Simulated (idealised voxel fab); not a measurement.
Process module heading - voxel wiring stack
Section cut is 215 nm wide and gridded with 5 nm square cells.
Cross-section format: a grid of square cells, given as bands from top to bottom; each band is one or more rows of cells. Each band's line starts with the height of the band's top and of its bottom, in nm. Then come its materials from left to right, each with its width in nm. One material with "edge to edge" fills the band from edge to edge. "empty" is empty space. Height reference: 0 = level under which incoming wafer is all one material. Lowest band: no bottom, runs on downward, e.g. "0 and below". Per-row width for "30->40": begins at first number (top row of band), ends at second number (bottom row), increment between rows held constant. "remained the same", as given for a step, is the statement that not any cell of the cross-section underwent a change during that step. "Internal closed voids": sealed empty spaces, 8 cells or more, no open way to top, listed width x height at distance, with distance from the left edge and width, height and distance in nm. after a step's settings: what the simulator itself notes on the step. overlay nm: step with mask; distance mask lay right of planned place; negative value = left of planned place.
-- The planned process steps are enumerated hereunder
1: RECEIVE (material Si)
2: CONFORMAL_DEP (material SiO2; thk nm 15)
3: DIRECTIONAL_DEP (material TiN; thk nm 5)
4: DIRECTIONAL_DEP (material Ru; thk nm 20)
5: PATTERN (tone cover; mask id METAL_1; material resist; width nm 20; pitch nm 45; thk nm 15; overlay nm 0)
6: DIRECTIONAL_ETCH (etch materials Ru; depth nm 20)
7: DIRECTIONAL_ETCH (etch materials TiN; depth nm 5)
8: STRIP (etch materials resist)
9: FILL_DEP (material lowk; thk nm 5)
10: CMP (height nm 40)
11: CONFORMAL_DEP (material SiCN; thk nm 5)
12: DIRECTIONAL_DEP (material SiO2; thk nm 35)
13: PATTERN (tone open; mask id METAL_2; material resist; width nm 20; pitch nm 45; thk nm 20; overlay nm 0)
14: DIRECTIONAL_ETCH (etch materials SiO2; depth nm 20)
15: STRIP (etch materials resist)
16: DIRECTIONAL_DEP (material aC; thk nm 15)
17: PATTERN (tone open; mask id METAL_2_HOLES; material resist; width nm 15; pitch nm 90; thk nm 35; overlay nm 0)
18: DIRECTIONAL_ETCH (etch materials aC; depth nm 15)
19: STRIP (etch materials resist)
20: DIRECTIONAL_ETCH (etch materials SiO2; depth nm 15)
21: DIRECTIONAL_ETCH (etch materials SiCN; depth nm 5)
22: STRIP (etch materials aC)
23: CONFORMAL_DEP (material TiN; thk nm 5)
24: FILL_DEP (material Cu; thk nm 5)
25: CMP (height nm 80)
26: CONFORMAL_DEP (material SiN; thk nm 5)
-- Step 1 complete: cross-section of the wafer as received
> 0 and below | Si edge to edge
> Internal closed voids: none
-- End state of the module in cross-section, given the above starting point and plan and one mistake in execution
> 85 down to 80 | SiN edge to edge
> 80 down to 70 | Cu (40) / TiN (5) / SiO2 (5) / TiN (5) / Cu (15) / TiN (5) / SiO2 (20) / TiN (5) / Cu (30) / TiN (5) / SiO2 (5) / TiN (5) / Cu (15) / TiN (5) / SiO2 (20) / TiN (5) / Cu (25)
> 70 down to 65 | Cu (25) / TiN (20) / SiO2 (5) / TiN (5) / Cu (15) / TiN (5) / SiO2 (20) / TiN (5) / Cu (15) / TiN (20) / SiO2 (5) / TiN (5) / Cu (15) / TiN (5) / SiO2 (20) / TiN (5) / Cu (25)
> 65 down to 60 | TiN (30) / SiO2 (20) / TiN (25) / SiO2 (20) / TiN (25) / SiO2 (20) / TiN (25) / SiO2 (20) / TiN (30)
> 60 down to 45 | SiO2 edge to edge
> 45 down to 40 | SiCN edge to edge
> 40 down to 20 | lowk (30) / Ru (20) / lowk (25) / Ru (20) / lowk (25) / Ru (20) / lowk (25) / Ru (20) / lowk (30)
> 20 down to 15 | lowk (30) / TiN (20) / lowk (25) / TiN (20) / lowk (25) / TiN (20) / lowk (25) / TiN (20) / lowk (30)
> 15 down to 0 | SiO2 edge to edge
> 0 and below | Si edge to edge
> Internal closed voids: none
It is concluded that the wafer was processed incorrectly with respect to the plan, in that in deviation from the planned setting, step 13 was conducted as PATTERN (tone cover; mask id METAL_2; material resist; width nm 20; pitch nm 45; thk nm 20; overlay nm 0)
